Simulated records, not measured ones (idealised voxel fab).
Title: Process Module voxel wiring stack
Square cells of 5 nm make up the cross-section cut, whose width is 205 nm.
A cross-section is written here as square cells arranged in a grid, and it is given in bands from the top down, each band taking up one or more rows of cells.
The band entry comprises the height of the band's top followed by the height of its bottom, expressed in nm, and subsequently the band's materials from left to right, each stated together with its width in nm. Where a single material is marked with the word "all across", that material fills the band from edge to edge. The word "empty" represents empty space.
Convention: height 0 is the level below which the wafer, as received, is all one material. The lowest band does not terminate at the bottom but continues downward, represented as "0 and below".
Width spec "30->40" -> top row of cells at first value, bottom row at second value, equal per-row change in between.
The cross-section has no changed cell in any step marked "nothing different".
Empty spaces without an open route to the top, at least 8 cells in extent, make up the entry "Cavities, sealed"; each is given as width x height at distance, where the distance is measured from the left edge, and all are in nm.
Heads up: the bit after the settings on a step's line is the simulator's remark on that step.
"overlay nm", when on a step's line for a step with a mask, measures how far to the right of its planned place the mask lay; a negative measure means to the left.
Intended process steps:
- 1: RECEIVE (material Si)
- 2: CONFORMAL_DEP (material SiO2; thk nm 10)
- 3: CONFORMAL_DEP (material SiCN; thk nm 5)
- 4: DIRECTIONAL_DEP (material SiO2; thk nm 25)
- 5: PATTERN (tone open; mask id METAL_1; material resist; width nm 25; pitch nm 40; thk nm 20; overlay nm 0)
- 6: DIRECTIONAL_ETCH (etch materials SiO2; depth nm 25)
- 7: DIRECTIONAL_ETCH (etch materials SiCN; depth nm 5)
- 8: STRIP (etch materials resist)
- 9: CONFORMAL_DEP (material TiN; thk nm 5)
- 10: FILL_DEP (material Cu; thk nm 10)
- 11: CMP (height nm 40)
- 12: CONFORMAL_DEP (material SiCN; thk nm 5)
- 13: DIRECTIONAL_DEP (material SiO2; thk nm 15)
- 14: DIRECTIONAL_DEP (material aC; thk nm 15)
- 15: PATTERN (tone open; mask id PLUG_1; material resist; width nm 15; thk nm 30; overlay nm 0)
- 16: DIRECTIONAL_ETCH (etch materials aC; depth nm 15)
- 17: STRIP (etch materials resist)
- 18: DIRECTIONAL_ETCH (etch materials SiO2; depth nm 15)
- 19: DIRECTIONAL_ETCH (etch materials SiCN; depth nm 5)
- 20: STRIP (etch materials aC)
- 21: EPI (material Ru; thk nm 10)
- 22: EPI (material Ru; thk nm 10)
- 23: DIRECTIONAL_DEP (material TiN; thk nm 5)
- 24: DIRECTIONAL_DEP (material Ru; thk nm 15)
- 25: DIRECTIONAL_DEP (material aC; thk nm 10)
- 26: PATTERN (tone cover; mask id METAL_2; material resist; width nm 25; pitch nm 40; thk nm 25; overlay nm 0)
- 27: DIRECTIONAL_ETCH (etch materials aC; depth nm 10)
- 28: STRIP (etch materials resist)
- 29: DIRECTIONAL_ETCH (etch materials Ru; depth nm 15)
- 30: DIRECTIONAL_ETCH (etch materials TiN; depth nm 5)
- 31: STRIP (etch materials aC)
- 32: CONFORMAL_DEP (material SiCN; thk nm 5)
- 33: FILL_DEP (material SiO2; thk nm 10)
- 34: CMP (height nm 80)
- 35: CONFORMAL_DEP (material SiN; thk nm 5)
First wafer out of two, processed as planned:
Incoming wafer, cross-sectional view, post step 1:
    0 and below | Si all across
    Cavities, sealed: none
Step 2 done - wafer cross-section:
    10 down to 0 | SiO2 all across
    Below 0, no change.
Step 3 done - wafer cross-section:
    15 down to 10 | SiCN all across
    Below 10, no change.
Step 4 done - wafer cross-section:
    40 down to 15 | SiO2 all across
    Below 15, no change.
Step 5 done - wafer cross-section:
    60 down to 40 | resist 70 nm  empty 25 nm  resist 15 nm  empty 25 nm  resist 70 nm
    Below 40, no change.
Step 6 done - wafer cross-section:
    60 down to 40 | resist 70 nm  empty 25 nm  resist 15 nm  empty 25 nm  resist 70 nm
    40 down to 15 | SiO2 70 nm  empty 25 nm  SiO2 15 nm  empty 25 nm  SiO2 70 nm
    Below 15, no change.
Step 7 done - wafer cross-section:
    60 down to 40 | resist 70 nm  empty 25 nm  resist 15 nm  empty 25 nm  resist 70 nm
    40 down to 15 | SiO2 70 nm  empty 25 nm  SiO2 15 nm  empty 25 nm  SiO2 70 nm
    15 down to 10 | SiCN 70 nm  empty 25 nm  SiCN 15 nm  empty 25 nm  SiCN 70 nm
    Below 10, no change.
Step 8 done - wafer cross-section:
    40 down to 15 | SiO2 70 nm  empty 25 nm  SiO2 15 nm  empty 25 nm  SiO2 70 nm
    Below 15, no change.
Step 9 done - wafer cross-section:
    45 down to 40 | TiN 75 nm  empty 15 nm  TiN 25 nm  empty 15 nm  TiN 75 nm
    40 down to 15 | SiO2 70 nm  TiN 5 nm  empty 15 nm  TiN 5 nm  SiO2 15 nm  TiN 5 nm  empty 15 nm  TiN 5 nm  SiO2 70 nm
    15 down to 10 | SiCN 70 nm  TiN 25 nm  SiCN 15 nm  TiN 25 nm  SiCN 70 nm
    Below 10, no change.
Step 10 done - wafer cross-section:
    55 down to 45 | Cu all across
    45 down to 40 | TiN 75 nm  Cu 15 nm  TiN 25 nm  Cu 15 nm  TiN 75 nm
    40 down to 15 | SiO2 70 nm  TiN 5 nm  Cu 15 nm  TiN 5 nm  SiO2 15 nm  TiN 5 nm  Cu 15 nm  TiN 5 nm  SiO2 70 nm
    Below 15, no change.
Step 11 done - wafer cross-section:
    40 down to 15 | SiO2 70 nm  TiN 5 nm  Cu 15 nm  TiN 5 nm  SiO2 15 nm  TiN 5 nm  Cu 15 nm  TiN 5 nm  SiO2 70 nm
    Below 15, no change.
Step 12 done - wafer cross-section:
    45 down to 40 | SiCN all across
    Below 40, no change.
Step 13 done - wafer cross-section:
    60 down to 45 | SiO2 all across
    Below 45, no change.
Step 14 done - wafer cross-section:
    75 down to 60 | aC all across
    Below 60, no change.
Step 15 done - wafer cross-section:
    105 down to 75 | resist 70 nm  empty 15 nm  resist 120 nm
    Below 75, no change.
Step 16 done - wafer cross-section:
    90 down to 75 | resist 70 nm  empty 15 nm  resist 120 nm
    75 down to 60 | aC 70 nm  empty 15 nm  aC 120 nm
    Below 60, no change.
Step 17 done - wafer cross-section:
    75 down to 60 | aC 70 nm  empty 15 nm  aC 120 nm
    Below 60, no change.
Step 18 done - wafer cross-section:
    75 down to 60 | aC 70 nm  empty 15 nm  aC 120 nm
    60 down to 45 | SiO2 70 nm  empty 15 nm  SiO2 120 nm
    Below 45, no change.
Step 19 done - wafer cross-section:
    75 down to 60 | aC 70 nm  empty 15 nm  aC 120 nm
    60 down to 45 | SiO2 70 nm  empty 15 nm  SiO2 120 nm
    45 down to 40 | SiCN 70 nm  empty 15 nm  SiCN 120 nm
    Below 40, no change.
Step 20 done - wafer cross-section:
    60 down to 45 | SiO2 70 nm  empty 15 nm  SiO2 120 nm
    Below 45, no change.
Step 21 done - wafer cross-section:
    60 down to 50 | SiO2 70 nm  empty 15 nm  SiO2 120 nm
    50 down to 45 | SiO2 70 nm  Ru 15 nm  SiO2 120 nm
    45 down to 40 | SiCN 70 nm  Ru 15 nm  SiCN 120 nm
    Below 40, no change.
Step 22 done - wafer cross-section:
    60 down to 45 | SiO2 70 nm  Ru 15 nm  SiO2 120 nm
    Below 45, no change.
Step 23 done - wafer cross-section:
    65 down to 60 | TiN all across
    Below 60, no change.
Step 24 done - wafer cross-section:
    80 down to 65 | Ru all across
    Below 65, no change.
Step 25 done - wafer cross-section:
    90 down to 80 | aC all across
    Below 80, no change.
Step 26 done - wafer cross-section:
    115 down to 90 | empty 70 nm  resist 25 nm  empty 15 nm  resist 25 nm  empty 70 nm
    Below 90, no change.
Step 27 done - wafer cross-section:
    105 down to 90 | empty 70 nm  resist 25 nm  empty 15 nm  resist 25 nm  empty 70 nm
    90 down to 80 | empty 70 nm  aC 25 nm  empty 15 nm  aC 25 nm  empty 70 nm
    Below 80, no change.
Step 28 done - wafer cross-section:
    90 down to 80 | empty 70 nm  aC 25 nm  empty 15 nm  aC 25 nm  empty 70 nm
    Below 80, no change.
Step 29 done - wafer cross-section:
    90 down to 80 | empty 70 nm  aC 25 nm  empty 15 nm  aC 25 nm  empty 70 nm
    80 down to 65 | empty 70 nm  Ru 25 nm  empty 15 nm  Ru 25 nm  empty 70 nm
    Below 65, no change.
Step 30 done - wafer cross-section:
    90 down to 80 | empty 70 nm  aC 25 nm  empty 15 nm  aC 25 nm  empty 70 nm
    80 down to 65 | empty 70 nm  Ru 25 nm  empty 15 nm  Ru 25 nm  empty 70 nm
    65 down to 60 | empty 70 nm  TiN 25 nm  empty 15 nm  TiN 25 nm  empty 70 nm
    Below 60, no change.
Step 31 done - wafer cross-section:
    80 down to 65 | empty 70 nm  Ru 25 nm  empty 15 nm  Ru 25 nm  empty 70 nm
    Below 65, no change.
Step 32 done - wafer cross-section:
    85 down to 80 | empty 65 nm  SiCN 35 nm  empty 5 nm  SiCN 35 nm  empty 65 nm
    80 down to 65 | empty 65 nm  SiCN 5 nm  Ru 25 nm  SiCN 5 nm  empty 5 nm  SiCN 5 nm  Ru 25 nm  SiCN 5 nm  empty 65 nm
    65 down to 60 | SiCN 70 nm  TiN 25 nm  SiCN 15 nm  TiN 25 nm  SiCN 70 nm
    Below 60, no change.
Step 33 done - wafer cross-section:
    95 down to 85 | SiO2 all across
    85 down to 80 | SiO2 65 nm  SiCN 35 nm  SiO2 5 nm  SiCN 35 nm  SiO2 65 nm
    80 down to 65 | SiO2 65 nm  SiCN 5 nm  Ru 25 nm  SiCN 5 nm  SiO2 5 nm  SiCN 5 nm  Ru 25 nm  SiCN 5 nm  SiO2 65 nm
    Below 65, no change.
Step 34 done - wafer cross-section:
    80 down to 65 | SiO2 65 nm  SiCN 5 nm  Ru 25 nm  SiCN 5 nm  SiO2 5 nm  SiCN 5 nm  Ru 25 nm  SiCN 5 nm  SiO2 65 nm
    Below 65, no change.
Step 35 done - wafer cross-section:
    85 down to 80 | SiN all across
    Below 80, no change.
It is to be noted that the second wafer proceeded from the same initial state and according to the same plan as the first, although one mistake was committed in its execution; through step 25, inclusive, the two wafers share an identical history:
Second wafer shown in cross-section at the time step 26 was slated to end:
    115 down to 90 | empty 75 nm  resist 20 nm  empty 20 nm  resist 20 nm  empty 70 nm
    Below 90, no change.
Second wafer shown in cross-section at the time step 27 was slated to end:
    105 down to 90 | empty 75 nm  resist 20 nm  empty 20 nm  resist 20 nm  empty 70 nm
    90 down to 80 | empty 75 nm  aC 20 nm  empty 20 nm  aC 20 nm  empty 70 nm
    Below 80, no change.
Second wafer shown in cross-section at the time step 28 was slated to end:
    90 down to 80 | empty 75 nm  aC 20 nm  empty 20 nm  aC 20 nm  empty 70 nm
    Below 80, no change.
Second wafer shown in cross-section at the time step 29 was slated to end:
    90 down to 80 | empty 75 nm  aC 20 nm  empty 20 nm  aC 20 nm  empty 70 nm
    80 down to 65 | empty 75 nm  Ru 20 nm  empty 20 nm  Ru 20 nm  empty 70 nm
    Below 65, no change.
Second wafer shown in cross-section at the time step 30 was slated to end:
    90 down to 80 | empty 75 nm  aC 20 nm  empty 20 nm  aC 20 nm  empty 70 nm
    80 down to 65 | empty 75 nm  Ru 20 nm  empty 20 nm  Ru 20 nm  empty 70 nm
    65 down to 60 | empty 75 nm  TiN 20 nm  empty 20 nm  TiN 20 nm  empty 70 nm
    Below 60, no change.
Second wafer shown in cross-section at the time step 31 was slated to end:
    80 down to 65 | empty 75 nm  Ru 20 nm  empty 20 nm  Ru 20 nm  empty 70 nm
    Below 65, no change.
Second wafer shown in cross-section at the time step 32 was slated to end:
    85 down to 80 | empty 70 nm  SiCN 30 nm  empty 10 nm  SiCN 30 nm  empty 65 nm
    80 down to 65 | empty 70 nm  SiCN 5 nm  Ru 20 nm  SiCN 5 nm  empty 10 nm  SiCN 5 nm  Ru 20 nm  SiCN 5 nm  empty 65 nm
    65 down to 60 | SiCN 75 nm  TiN 20 nm  SiCN 20 nm  TiN 20 nm  SiCN 70 nm
    Below 60, no change.
Second wafer shown in cross-section at the time step 33 was slated to end:
    95 down to 85 | SiO2 all across
    85 down to 80 | SiO2 70 nm  SiCN 30 nm  SiO2 10 nm  SiCN 30 nm  SiO2 65 nm
    80 down to 65 | SiO2 70 nm  SiCN 5 nm  Ru 20 nm  SiCN 5 nm  SiO2 10 nm  SiCN 5 nm  Ru 20 nm  SiCN 5 nm  SiO2 65 nm
    Below 65, no change.
Second wafer shown in cross-section at the time step 34 was slated to end:
    80 down to 65 | SiO2 70 nm  SiCN 5 nm  Ru 20 nm  SiCN 5 nm  SiO2 10 nm  SiCN 5 nm  Ru 20 nm  SiCN 5 nm  SiO2 65 nm
    Below 65, no change.
Second wafer shown in cross-section at the time step 35 was slated to end:
    85 down to 80 | SiN all across
    Below 80, no change.
Run error: rather than as planned, step 26 actually ran as PATTERN (tone cover; mask id METAL_2; material resist; width nm 20; pitch nm 40; thk nm 25; overlay nm 0)
It is noted that, at the conclusion of processing, the second wafer exhibits a higher or lower cell count for certain materials relative to the first: Ru -6, SiCN +2, SiO2 +6, TiN -2
